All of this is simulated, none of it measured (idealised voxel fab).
Herein follows the process module entitled voxel self aligned vias.
FYI the section here is cut, 210 nm wide, cells are 5 nm squares.
How to read a cross-section here: the picture is a grid of square cells, written as bands going from the top down, and any band can span one or more rows of cells.
Heights first: top, then bottom, in nm. Then materials, left to right, each with a width in nm. "throughout" on a single material: fills the band edge to edge. "blank": empty space.
Heights from 0 (as-received wafer is one material below). Bottom band endless downward, as "0 down".
Width: "30 to 40" (first number = top row, second number = bottom row, same change from row to row of cells).
Reading "nothing was modified" for a step: not a cell of the cross-section changed in it.
Closed-off voids of 8+ cells (no open route to the top) go in "Unvented internal voids", written width x height at distance from the left edge, in nm.
Post-settings text on a step line: simulator's own remark regarding the step.
The optional step-line setting "overlay nm" applies to steps with a mask and quantifies how far to the right of its planned location the mask lay, a negative value indicating leftward placement.

Below is the list of planned process steps:
1 RECEIVE, material Si
2 CONFORMAL_DEP, material SiO2, thk nm 10
3 CONFORMAL_DEP, material SiCN, thk nm 5
4 DIRECTIONAL_DEP, material SiO2, thk nm 30
5 PATTERN, tone open, mask id LINES, material resist, width nm 20, pitch nm 65, thk nm 15, overlay nm 0
6 DIRECTIONAL_ETCH, etch materials SiO2, depth nm 30
7 STRIP, etch materials resist
8 CONFORMAL_DEP, material TiN, thk nm 5
9 FILL_DEP, material W, thk nm 5
10 CMP, height nm 45
11 SELECTIVE_ETCH, etch materials W Ru TiN, depth nm 5
12 FILL_DEP, material SiN, thk nm 5
13 CMP, height nm 45
14 DIRECTIONAL_DEP, material SiO2, thk nm 20
15 DIRECTIONAL_DEP, material aC, thk nm 10
16 PATTERN, tone open, mask id VIAS, material resist, width nm 30, pitch nm 130, thk nm 30, overlay nm 0
17 DIRECTIONAL_ETCH, etch materials aC, depth nm 10
18 STRIP, etch materials resist
19 DIRECTIONAL_ETCH, etch materials SiO2, depth nm 20
20 DIRECTIONAL_ETCH, etch materials SiN, depth nm 5
21 STRIP, etch materials aC
22 CONFORMAL_DEP, material TiN, thk nm 5
23 FILL_DEP, material Cu, thk nm 5
24 CMP, height nm 65
25 CONFORMAL_DEP, material SiCN, thk nm 5
The plan shows the width nm of step 16 as the first wafer had it; this setting differs between the wafers, which start out alike.

Cross-section, first of several wafers, as delivered after step 1:
- 0 down = Si throughout
- Unvented internal voids: none

Basically each wafer gets a line in the table, showing it at the end of the module: material by material, the cells it gained (+) or lost (-) since we got it, then its closed voids:
width nm 30, +28 Cu, +84 SiCN, +4 SiN, +384 SiO2, +64 TiN, +24 W, Unvented internal voids: none
width nm 35, +34 Cu, +84 SiCN, +4 SiN, +376 SiO2, +66 TiN, +24 W, Unvented internal voids: none
width nm 40, +40 Cu, +84 SiCN, +4 SiN, +368 SiO2, +68 TiN, +24 W, Unvented internal voids: none
width nm 45, +46 Cu, +84 SiCN, +4 SiN, +360 SiO2, +70 TiN, +24 W, Unvented internal voids: none
width nm 50, +52 Cu, +84 SiCN, +4 SiN, +352 SiO2, +72 TiN, +24 W, Unvented internal voids: none
